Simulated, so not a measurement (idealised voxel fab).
Name of the process module below: voxel self aligned vias
285 nm wide, 5 nm square cells: that's cross-section cut.
Cross-section format: a grid of square cells, given as bands from top to bottom; each band is one or more rows of cells. Band: top and bottom heights (nm) first, top before bottom; then materials from left to right, widths in nm. "all across" marks a sole material filling the band edge to edge. "empty" denotes empty space. Heights are reckoned from 0. Under this level, the received wafer is all of one material. The bottommost band is open-ended downward, for example "0 nm and below". Width spec "30->40" -> top row of cells at first value, bottom row at second value, equal per-row change in between. The cross-section has no changed cell in any step marked "nothing different". If an empty space has no open way to the top and is at least 8 cells in size, "Sealed void list" lists it, written width x height at distance, where distance is measured from the left edge and every value is in nm. Where a step's line continues beyond its settings, the continuation is a remark by the simulator itself on that step. The optional step-line setting "overlay nm" applies to steps with a mask and quantifies how far to the right of its planned location the mask lay, a negative value indicating leftward placement.
PLAN
1. RECEIVE,material Si
2. CONFORMAL_DEP,material SiO2,thk nm 15
3. CONFORMAL_DEP,material SiCN,thk nm 5
4. DIRECTIONAL_DEP,material lowk,thk nm 25
5. MASKED_ETCH,tone open,mask id LINES,width nm 30,pitch nm 60,etch materials lowk,depth nm 25,overlay nm 0
6. CONFORMAL_DEP,material TiN,thk nm 5
7. FILL_DEP,material W,thk nm 10
8. CMP,height nm 45
9. SELECTIVE_ETCH,etch materials W Ru TiN,depth nm 5
10. FILL_DEP,material SiN,thk nm 5
11. CMP,height nm 45
12. DIRECTIONAL_DEP,material lowk,thk nm 20
13. MASKED_ETCH,tone open,mask id VIAS,width nm 40,pitch nm 60,etch materials lowk,depth nm 20,overlay nm 0
14. MASKED_ETCH,tone open,mask id VIAS,width nm 40,pitch nm 60,etch materials SiN,depth nm 5,overlay nm 0
15. CONFORMAL_DEP,material TiN,thk nm 5
16. FILL_DEP,material Cu,thk nm 5
17. CMP,height nm 65
18. CONFORMAL_DEP,material SiCN,thk nm 5
CROSS-SECTION OF THE WAFER AS IT CAME TO US, I.E., ALREADY THROUGH STEP 1
> 0 nm and below = Si all across
> Sealed void list: none
MODULE COMPLETE - CROSS-SECTION OF THE FIRST OF TWO WAFERS, RUN ACCORDING TO PLAN
> 70 nm to 65 nm = SiCN all across
> 65 nm to 50 nm = 60 lowk; 5 TiN; 30 Cu; 5 TiN; 20 lowk; 5 TiN; 30 Cu; 5 TiN; 20 lowk; 5 TiN; 30 Cu; 5 TiN; 65 lowk
> 50 nm to 45 nm = 60 lowk; 10 TiN; 20 Cu; 10 TiN; 20 lowk; 10 TiN; 20 Cu; 10 TiN; 20 lowk; 10 TiN; 20 Cu; 10 TiN; 65 lowk
> 45 nm to 40 nm = 65 lowk; 30 TiN; 30 lowk; 30 TiN; 30 lowk; 30 TiN; 70 lowk
> 40 nm to 25 nm = 65 lowk; 5 TiN; 20 W; 5 TiN; 30 lowk; 5 TiN; 20 W; 5 TiN; 30 lowk; 5 TiN; 20 W; 5 TiN; 70 lowk
> 25 nm to 20 nm = 65 lowk; 30 TiN; 30 lowk; 30 TiN; 30 lowk; 30 TiN; 70 lowk
> 20 nm to 15 nm = SiCN all across
> 15 nm to 0 nm = SiO2 all across
> 0 nm and below = Si all across
> Sealed void list: none
HERE IS THE SECOND OF THE TWO WAFERS CUT OPEN AT THE END OF THE MODULE - SAME START, SAME PLAN AS THE FIRST ONE, BUT WE MADE ONE MISTAKE RUNNING IT
> 70 nm to 65 nm = SiCN all across
> 65 nm to 50 nm = 60 lowk; 5 TiN; 30 Cu; 5 TiN; 20 lowk; 5 TiN; 30 Cu; 5 TiN; 20 lowk; 5 TiN; 30 Cu; 5 TiN; 65 lowk
> 50 nm to 45 nm = 60 lowk; 40 TiN; 20 lowk; 40 TiN; 20 lowk; 40 TiN; 65 lowk
> 45 nm to 40 nm = 60 SiN; 5 TiN; 30 lowk; 5 TiN; 20 SiN; 5 TiN; 30 lowk; 5 TiN; 20 SiN; 5 TiN; 30 lowk; 5 TiN; 65 SiN
> 40 nm to 25 nm = 60 W; 5 TiN; 30 lowk; 5 TiN; 20 W; 5 TiN; 30 lowk; 5 TiN; 20 W; 5 TiN; 30 lowk; 5 TiN; 65 W
> 25 nm to 20 nm = 65 TiN; 30 lowk; 30 TiN; 30 lowk; 30 TiN; 30 lowk; 70 TiN
> 20 nm to 15 nm = SiCN all across
> 15 nm to 0 nm = SiO2 all across
> 0 nm and below = Si all across
> Sealed void list: none
Run error: step 5 changed vs plan, executed as MASKED_ETCH,tone cover,mask id LINES,width nm 30,pitch nm 60,etch materials lowk,depth nm 25,overlay nm 0
Upon completion, the second wafer contains, in terms of cells, a greater or smaller amount of certain materials than the first wafer: -12 Cu | +33 SiN | +21 TiN | +63 W | -105 lowk
